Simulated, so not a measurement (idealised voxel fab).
process module | voxel plated lines
cross-section cut | 190 nm wide | cells 5 nm
A cross-section is a grid of square cells, given in bands from the top down. A band is one or more rows of cells.
Each band's line starts with the height of the band's top and of its bottom, in nm. Then come its materials from left to right, each with its width in nm. One material with "throughout" fills the band from edge to edge. "air" is empty space.
Height 0 is the level under which the wafer as received is all one material. The lowest band goes on downwards, as in "0 down".
A width such as "30 to 40" changes by the same amount from each row of cells to the next, from the band's top row to its bottom row.
"no change" after a step means that no cell of the cross-section changed.
closed voids: empty space of 8 cells or more with no open way to the top, each as width x height at its distance from the left edge, in nm
after a step's settings: what the simulator itself notes on the step
overlay nm, on a step with a mask: how far to the right of its planned place the mask lay; to the left if negative
plan
1 op RECEIVE | material Si
2 op CONFORMAL_DEP | material Al2O3 | thk nm 5
3 op DIRECTIONAL_DEP | material TiN | thk nm 5
4 op PATTERN | tone open | mask id LINES | material resist | width nm 20 | pitch nm 35 | thk nm 15 | overlay nm 0
5 op EPI | material Ru | thk nm 5
6 op STRIP | etch materials resist
7 op DIRECTIONAL_ETCH | etch materials TiN | depth nm 5
8 op CONFORMAL_DEP | material SiN | thk nm 10
as received, after step 1
  0 down: Si throughout
  closed voids: none
first wafer at the end, as planned
  25 to 15: air 20 | SiN 145 | air 25
  15 to 10: SiN 30 | Ru 20 | SiN 15 | Ru 20 | SiN 15 | Ru 20 | SiN 15 | Ru 20 | SiN 35
  10 to 5: SiN 30 | TiN 20 | SiN 15 | TiN 20 | SiN 15 | TiN 20 | SiN 15 | TiN 20 | SiN 35
  5 to 0: Al2O3 throughout
  0 down: Si throughout
  closed voids: none
second wafer at the end: like start, like plan, one mistake
  25 to 15: air 25 | SiN 140 | air 25
  15 to 10: SiN 35 | Ru 15 | SiN 20 | Ru 15 | SiN 20 | Ru 15 | SiN 20 | Ru 15 | SiN 35
  10 to 5: SiN 35 | TiN 15 | SiN 20 | TiN 15 | SiN 20 | TiN 15 | SiN 20 | TiN 15 | SiN 35
  5 to 0: Al2O3 throughout
  0 down: Si throughout
  closed voids: none
what went wrong: step 4 ran as: op PATTERN | tone open | mask id LINES | material resist | width nm 15 | pitch nm 35 | thk nm 15 | overlay nm 0
at the end the second wafer has, in cells: 4 fewer of Ru | 6 more of SiN | 4 fewer of TiN
